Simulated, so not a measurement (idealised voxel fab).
You're looking at the process module voxel wiring stack.
This is section cut - it's 195 nm across, gridded in 5 nm square cells.
Think of the cross-section as a grid of square cells. We describe it in bands, top to bottom, and each band covers one or more rows of those cells. A band entry consists of two parts. The first gives the height of the band's top and the height of its bottom, in nm. The rest lists the band's materials from left to right, each with its width in nm. A single material labelled with the word "throughout" fills the band from edge to edge, and the word "blank" marks empty space. Height is counted from the level 0, under which the received wafer is composed throughout of one material. The lowest of the bands is not closed at the bottom but continues downward, in the notation "0 -> down". The expression "30 to 40" gives the width at the extremes of the band, the first number at its top row of cells and the second at its bottom row, with the width changing by equal amounts from each row to the next in between. When a step is marked "no modification", none of the cells in the cross-section changed during that step. Enclosed voids (no open way to top), threshold 8 cells or more, entry "Entrapped void list", notation width x height at distance, distance from left edge, nm. Heads up: the bit after the settings on a step's line is the simulator's remark on that step. "overlay nm" denotes, for a step that has a mask, the displacement of the mask to the right of its planned place, with negative values corresponding to the left.
Steps in the process plan
- 1: op RECEIVE | material Si
- 2: op CONFORMAL_DEP | material SiO2 | thk nm 10
- 3: op CONFORMAL_DEP | material SiCN | thk nm 5
- 4: op DIRECTIONAL_DEP | material SiO2 | thk nm 15
- 5: op PATTERN | tone open | mask id METAL_1 | material resist | width nm 25 | pitch nm 55 | thk nm 15 | overlay nm 0
- 6: op DIRECTIONAL_ETCH | etch materials SiO2 | depth nm 15
- 7: op DIRECTIONAL_ETCH | etch materials SiCN | depth nm 5
- 8: op STRIP | etch materials resist
- 9: op CONFORMAL_DEP | material TiN | thk nm 5
- 10: op FILL_DEP | material W | thk nm 5
- 11: op CMP | height nm 30
- 12: op CONFORMAL_DEP | material SiCN | thk nm 5
- 13: op DIRECTIONAL_DEP | material lowk | thk nm 15
- 14: op PATTERN | tone open | mask id PLUG_1 | material resist | width nm 15 | pitch nm 55 | thk nm 15 | overlay nm 0
- 15: op DIRECTIONAL_ETCH | etch materials lowk | depth nm 15
- 16: op DIRECTIONAL_ETCH | etch materials SiCN | depth nm 5
- 17: op STRIP | etch materials resist
- 18: op CONFORMAL_DEP | material TiN | thk nm 5
- 19: op FILL_DEP | material Ru | thk nm 10
- 20: op CMP | height nm 50
- 21: op DIRECTIONAL_DEP | material TiN | thk nm 5
- 22: op DIRECTIONAL_DEP | material W | thk nm 15
- 23: op DIRECTIONAL_DEP | material aC | thk nm 10
- 24: op PATTERN | tone cover | mask id METAL_2 | material resist | width nm 25 | pitch nm 55 | thk nm 25 | overlay nm 0
- 25: op DIRECTIONAL_ETCH | etch materials aC | depth nm 10
- 26: op STRIP | etch materials resist
- 27: op DIRECTIONAL_ETCH | etch materials W | depth nm 15
- 28: op DIRECTIONAL_ETCH | etch materials TiN | depth nm 5
- 29: op STRIP | etch materials aC
- 30: op CONFORMAL_DEP | material SiN | thk nm 5
- 31: op FILL_DEP | material SiO2 | thk nm 5
- 32: op CMP | height nm 70
- 33: op CONFORMAL_DEP | material SiCN | thk nm 5
- 34: op DIRECTIONAL_DEP | material lowk | thk nm 25
- 35: op MASKED_ETCH | tone open | mask id METAL_3_HOLES | width nm 15 | etch materials lowk | depth nm 25 | overlay nm 0
- 36: op PATTERN | tone open | mask id METAL_3 | material resist | width nm 25 | pitch nm 55 | thk nm 20 | overlay nm 0
- 37: op DIRECTIONAL_ETCH | etch materials lowk | depth nm 15
- 38: op DIRECTIONAL_ETCH | etch materials SiCN | depth nm 5
- 39: op STRIP | etch materials resist
- 40: op CONFORMAL_DEP | material TiN | thk nm 5
- 41: op FILL_DEP | material Cu | thk nm 10
- 42: op CMP | height nm 100
- 43: op CONFORMAL_DEP | material SiCN | thk nm 5
Cross-sectional view of the wafer in its as-received condition, corresponding to the state after step 1
    0 -> down = Si throughout
    Entrapped void list: none
Final wafer profile in cross-section after the module, from the same start and plan as above, with one mistake made during processing
    105 -> 100 = SiCN throughout
    100 -> 90 = 50 of lowk, 5 of TiN, 15 of Cu, 5 of TiN, 30 of lowk, 5 of TiN, 15 of Cu, 5 of TiN, 65 of lowk
    90 -> 85 = 50 of lowk, 10 of TiN, 5 of Cu, 10 of TiN, 30 of lowk, 25 of TiN, 65 of lowk
    85 -> 75 = 55 of lowk, 5 of TiN, 5 of Cu, 5 of TiN, 125 of lowk
    75 -> 70 = 55 of SiCN, 15 of TiN, 125 of SiCN
    70 -> 55 = 50 of SiO2, 5 of SiN, 25 of W, 5 of SiN, 20 of SiO2, 5 of SiN, 25 of W, 5 of SiN, 55 of SiO2
    55 -> 50 = 55 of SiN, 25 of TiN, 30 of SiN, 25 of TiN, 60 of SiN
    50 -> 35 = 55 of lowk, 5 of TiN, 5 of Ru, 5 of TiN, 40 of lowk, 5 of TiN, 5 of Ru, 5 of TiN, 70 of lowk
    35 -> 30 = 55 of SiCN, 15 of TiN, 40 of SiCN, 15 of TiN, 70 of SiCN
    30 -> 15 = 55 of SiO2, 5 of TiN, 15 of W, 5 of TiN, 30 of SiO2, 5 of TiN, 15 of W, 5 of TiN, 60 of SiO2
    15 -> 10 = 55 of SiCN, 25 of TiN, 30 of SiCN, 25 of TiN, 60 of SiCN
    10 -> 0 = SiO2 throughout
    0 -> down = Si throughout
    Entrapped void list: none
Against the plan, the run slipped here: planned and actual differ for step 36; actual: op PATTERN | tone open | mask id METAL_3 | material resist | width nm 25 | pitch nm 55 | thk nm 20 | overlay nm -5
